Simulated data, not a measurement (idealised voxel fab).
process module | voxel tone inversion
cross-section cut | 220 nm wide | cells 5 nm
A cross-section is a grid of square cells, given in bands from the top down. A band is one or more rows of cells.
Each band's line starts with the height of the band's top and of its bottom, in nm. Then come its materials from left to right, each with its width in nm. One material with "throughout" fills the band from edge to edge. "air" is empty space.
Height 0 is the level under which the wafer as received is all one material. The lowest band goes on downwards, as in "0 down".
A width such as "30 to 40" changes by the same amount from each row of cells to the next, from the band's top row to its bottom row.
"no change" after a step means that no cell of the cross-section changed.
closed voids: empty space of 8 cells or more with no open way to the top, each as width x height at its distance from the left edge, in nm
after a step's settings: what the simulator itself notes on the step
overlay nm, on a step with a mask: how far to the right of its planned place the mask lay; to the left if negative
plan
1 op RECEIVE | material Si
2 op CONFORMAL_DEP | material SiN | thk nm 10
3 op DIRECTIONAL_DEP | material aC | thk nm 15
4 op PATTERN | tone cover | mask id POSTS | material resist | width nm 15 | pitch nm 45 | thk nm 25 | overlay nm 0
5 op DIRECTIONAL_ETCH | etch materials aC | depth nm 15
6 op STRIP | etch materials resist
7 op FILL_DEP | material lowk | thk nm 10
8 op CMP | height nm 25
9 op STRIP | etch materials aC
first wafer, as planned
as received, after step 1
  0 down: Si throughout
  closed voids: none
after step 2
  10 to 0: SiN throughout
  below 0: unchanged
after step 3
  25 to 10: aC throughout
  below 10: unchanged
after step 4
  50 to 25: air 35 | resist 15 | air 30 | resist 15 | air 30 | resist 15 | air 30 | resist 15 | air 35
  below 25: unchanged
after step 5
  35 to 25: air 35 | resist 15 | air 30 | resist 15 | air 30 | resist 15 | air 30 | resist 15 | air 35
  25 to 10: air 35 | aC 15 | air 30 | aC 15 | air 30 | aC 15 | air 30 | aC 15 | air 35
  below 10: unchanged
after step 6
  25 to 10: air 35 | aC 15 | air 30 | aC 15 | air 30 | aC 15 | air 30 | aC 15 | air 35
  below 10: unchanged
after step 7
  35 to 25: lowk throughout
  25 to 10: lowk 35 | aC 15 | lowk 30 | aC 15 | lowk 30 | aC 15 | lowk 30 | aC 15 | lowk 35
  below 10: unchanged
after step 8
  25 to 10: lowk 35 | aC 15 | lowk 30 | aC 15 | lowk 30 | aC 15 | lowk 30 | aC 15 | lowk 35
  below 10: unchanged
after step 9
  25 to 10: lowk 35 | air 15 | lowk 30 | air 15 | lowk 30 | air 15 | lowk 30 | air 15 | lowk 35
  below 10: unchanged
second wafer: like start, like plan, one mistake. Through step 1 it matches the first wafer
when step 2 should have ended: no change
when step 3 should have ended
  15 to 0: aC throughout
  below 0: unchanged
when step 4 should have ended
  40 to 15: air 35 | resist 15 | air 30 | resist 15 | air 30 | resist 15 | air 30 | resist 15 | air 35
  below 15: unchanged
when step 5 should have ended
  25 to 15: air 35 | resist 15 | air 30 | resist 15 | air 30 | resist 15 | air 30 | resist 15 | air 35
  15 to 0: air 35 | aC 15 | air 30 | aC 15 | air 30 | aC 15 | air 30 | aC 15 | air 35
  below 0: unchanged
when step 6 should have ended
  15 to 0: air 35 | aC 15 | air 30 | aC 15 | air 30 | aC 15 | air 30 | aC 15 | air 35
  below 0: unchanged
when step 7 should have ended
  25 to 15: lowk throughout
  15 to 0: lowk 35 | aC 15 | lowk 30 | aC 15 | lowk 30 | aC 15 | lowk 30 | aC 15 | lowk 35
  below 0: unchanged
when step 8 should have ended: no change
when step 9 should have ended: no change
what went wrong: step 2 was left out
at the end the second wafer has, in cells: 88 fewer of SiN | 36 more of aC | 88 more of lowk
